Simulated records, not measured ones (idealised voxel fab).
Process module, titled voxel air gaps
The cross-section on display is named cut; it measures 290 nm wide, and its cells are 5 nm squares.
Heads up, the way a cross-section reads in here is a grid of square cells, handed over as bands from the top down, with every band being one or more rows of cells.
Heads up on the band format: heights come first, top then bottom, in nm. After that it's the materials left to right, each with its width in nm. A single material flagged "full width" fills the whole band edge to edge, and "air" means there's empty space there.
Heads up on the height convention: 0 is the point under which the incoming wafer is all one material, and the lowest band has no bottom, it just keeps going down, like "0 nm and below".
You'd read "30->40" like this: the band's top row of cells is as wide as the first number, its bottom row is as wide as the second, and going down, every row changes width by the same amount as the row before did.
A step reported as "no alterations made" is a step in which no cell of the cross-section changed.
If an empty space has no open way to the top and is at least 8 cells in size, "Enclosed void inventory" lists it, written width x height at distance, where distance is measured from the left edge and every value is in nm.
On each step's line, the part that comes after the settings is the simulator's own comment on the step.
"overlay nm", when on a step's line for a step with a mask, measures how far to the right of its planned place the mask lay; a negative measure means to the left.
The following list gives the planned process steps
1: op RECEIVE | material Si
2: op CONFORMAL_DEP | material SiO2 | thk nm 15
3: op CONFORMAL_DEP | material SiN | thk nm 5
4: op DIRECTIONAL_DEP | material SiO2 | thk nm 30
5: op DIRECTIONAL_DEP | material aC | thk nm 10
6: op PATTERN | tone open | mask id LINES | material resist | width nm 15 | pitch nm 45 | thk nm 30 | overlay nm -15
7: op DIRECTIONAL_ETCH | etch materials aC | depth nm 10
8: op STRIP | etch materials resist
9: op DIRECTIONAL_ETCH | etch materials SiO2 | depth nm 30
10: op STRIP | etch materials aC
11: op CONFORMAL_DEP | material TiN | thk nm 5
12: op FILL_DEP | material Ru | thk nm 10
13: op CMP | height nm 50
14: op EPI | material Ru | thk nm 10
15: op SELECTIVE_ETCH | etch materials SiO2 | depth nm 40
16: op CONFORMAL_DEP | material SiN | thk nm 5
The wafers are alike at the start. At step 6, their overlay nm differs. The plan lists the first wafer's value.
Received wafers, first of several: cross-section after step 1
> 0 nm and below: Si full width
> Enclosed void inventory: none
Cross-sectional representation of the first of several wafers at the end of the module, i.e. after its terminal step, step 16
> 65 nm to 60 nm: 40 air | 180 SiN | 70 air
> 60 nm to 50 nm: 40 air | 5 SiN | 35 Ru | 10 SiN | 35 Ru | 10 SiN | 35 Ru | 10 SiN | 35 Ru | 5 SiN | 70 air
> 50 nm to 45 nm: 40 air | 15 SiN | 5 TiN | 5 Ru | 5 TiN | 30 SiN | 5 TiN | 5 Ru | 5 TiN | 30 SiN | 5 TiN | 5 Ru | 5 TiN | 30 SiN | 5 TiN | 5 Ru | 5 TiN | 15 SiN | 70 air
> 45 nm to 25 nm: 50 air | 5 SiN | 5 TiN | 5 Ru | 5 TiN | 5 SiN | 20 air | 5 SiN | 5 TiN | 5 Ru | 5 TiN | 5 SiN | 20 air | 5 SiN | 5 TiN | 5 Ru | 5 TiN | 5 SiN | 20 air | 5 SiN | 5 TiN | 5 Ru | 5 TiN | 5 SiN | 80 air
> 25 nm to 20 nm: 55 SiN | 15 TiN | 30 SiN | 15 TiN | 30 SiN | 15 TiN | 30 SiN | 15 TiN | 85 SiN
> 20 nm to 15 nm: SiN full width
> 15 nm to 0 nm: SiO2 full width
> 0 nm and below: Si full width
> Enclosed void inventory: 20 x 20 at 75; 20 x 20 at 120; 20 x 20 at 165
Cross-sectional view, end of module, last wafer of several
> 65 nm to 60 nm: 70 air | 180 SiN | 40 air
> 60 nm to 50 nm: 70 air | 5 SiN | 35 Ru | 10 SiN | 35 Ru | 10 SiN | 35 Ru | 10 SiN | 35 Ru | 5 SiN | 40 air
> 50 nm to 45 nm: 70 air | 15 SiN | 5 TiN | 5 Ru | 5 TiN | 30 SiN | 5 TiN | 5 Ru | 5 TiN | 30 SiN | 5 TiN | 5 Ru | 5 TiN | 30 SiN | 5 TiN | 5 Ru | 5 TiN | 15 SiN | 40 air
> 45 nm to 25 nm: 80 air | 5 SiN | 5 TiN | 5 Ru | 5 TiN | 5 SiN | 20 air | 5 SiN | 5 TiN | 5 Ru | 5 TiN | 5 SiN | 20 air | 5 SiN | 5 TiN | 5 Ru | 5 TiN | 5 SiN | 20 air | 5 SiN | 5 TiN | 5 Ru | 5 TiN | 5 SiN | 50 air
> 25 nm to 20 nm: 85 SiN | 15 TiN | 30 SiN | 15 TiN | 30 SiN | 15 TiN | 30 SiN | 15 TiN | 55 SiN
> 20 nm to 15 nm: SiN full width
> 15 nm to 0 nm: SiO2 full width
> 0 nm and below: Si full width
> Enclosed void inventory: 20 x 20 at 105; 20 x 20 at 150; 20 x 20 at 195
Per wafer (row), end of module: delta in cells per material since receipt, (+) for gained, (-) for lost; closed voids after that
overlay nm -15 | +76 Ru | +212 SiN | +174 SiO2 | +52 TiN | Enclosed void inventory: 20 x 20 at 75; 20 x 20 at 120; 20 x 20 at 165
overlay nm -10 | +76 Ru | +212 SiN | +174 SiO2 | +52 TiN | Enclosed void inventory: 20 x 20 at 80; 20 x 20 at 125; 20 x 20 at 170
overlay nm -5 | +76 Ru | +212 SiN | +174 SiO2 | +52 TiN | Enclosed void inventory: 20 x 20 at 85; 20 x 20 at 130; 20 x 20 at 175
overlay nm 0 | +76 Ru | +212 SiN | +174 SiO2 | +52 TiN | Enclosed void inventory: 20 x 20 at 90; 20 x 20 at 135; 20 x 20 at 180
overlay nm 5 | +76 Ru | +212 SiN | +174 SiO2 | +52 TiN | Enclosed void inventory: 20 x 20 at 95; 20 x 20 at 140; 20 x 20 at 185
overlay nm 10 | +76 Ru | +212 SiN | +174 SiO2 | +52 TiN | Enclosed void inventory: 20 x 20 at 100; 20 x 20 at 145; 20 x 20 at 190
overlay nm 15 | +76 Ru | +212 SiN | +174 SiO2 | +52 TiN | Enclosed void inventory: 20 x 20 at 105; 20 x 20 at 150; 20 x 20 at 195
